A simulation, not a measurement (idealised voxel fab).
The following is a process module called voxel fin reveal.
Square cell edge 5 nm, section width 155 nm, ID cut.
Think of the cross-section as a grid of square cells. We describe it in bands, top to bottom, and each band covers one or more rows of those cells.
Heads up on the band format: heights come first, top then bottom, in nm. After that it's the materials left to right, each with its width in nm. A single material flagged "edge to edge" fills the whole band edge to edge, and "blank" means there's empty space there.
Height reference: 0 = level under which incoming wafer is all one material. Lowest band: no bottom, runs on downward, e.g. "from 0 down".
The expression "30 to 40" gives the width at the extremes of the band, the first number at its top row of cells and the second at its bottom row, with the width changing by equal amounts from each row to the next in between.
No cell of the cross-section changed in a step that is given as "all unchanged".
What "Catalogued sealed voids" gives you is every empty space of 8 cells or more that is cut off from the top. Each appears as width x height at distance, with the distance taken from the left edge and width, height and distance all in nm.
On a step's line, text after the settings is the simulator commenting on that step.
overlay nm: for a step with a mask, the amount by which the mask lay right of where it was planned; a negative amount means left of it.
[Process steps (planned)]
1,RECEIVE [material Si]
2,CONFORMAL_DEP [material SiN] [thk nm 5]
3,DIRECTIONAL_DEP [material aC] [thk nm 15]
4,PATTERN [tone cover] [mask id FINS] [material resist] [width nm 15] [pitch nm 40] [thk nm 35] [overlay nm 0]
5,DIRECTIONAL_ETCH [etch materials aC] [depth nm 15]
6,STRIP [etch materials resist]
7,DIRECTIONAL_ETCH [etch materials SiN] [depth nm 5]
8,DIRECTIONAL_ETCH [etch materials Si] [depth nm 35]
9,STRIP [etch materials aC]
10,FILL_DEP [material SiO2] [thk nm 10]
11,CMP [height nm 5]
12,SELECTIVE_ETCH [etch materials SiO2] [depth nm 15]
13,STRIP [etch materials SiN]
14,CONFORMAL_DEP [material SiO2] [thk nm 5]
[As received (post step 1): cross-section]
    from 0 down | Si edge to edge
    Catalogued sealed voids: none
[Cross-section at module end, one run error; start and plan unchanged from above]
    from 10 to 5 | SiO2 (55) / blank (5) / SiO2 (35) / blank (5) / SiO2 (55)
    from 5 to 0 | aC (50) / SiO2 (15) / aC (25) / SiO2 (15) / aC (50)
    from 0 to -35 | aC (50) / Si (15) / aC (25) / Si (15) / aC (50)
    from -35 down | Si edge to edge
    Catalogued sealed voids: none
Where did the run depart from the plan? step 10 did not happen as planned, as run it was FILL_DEP [material aC] [thk nm 10]
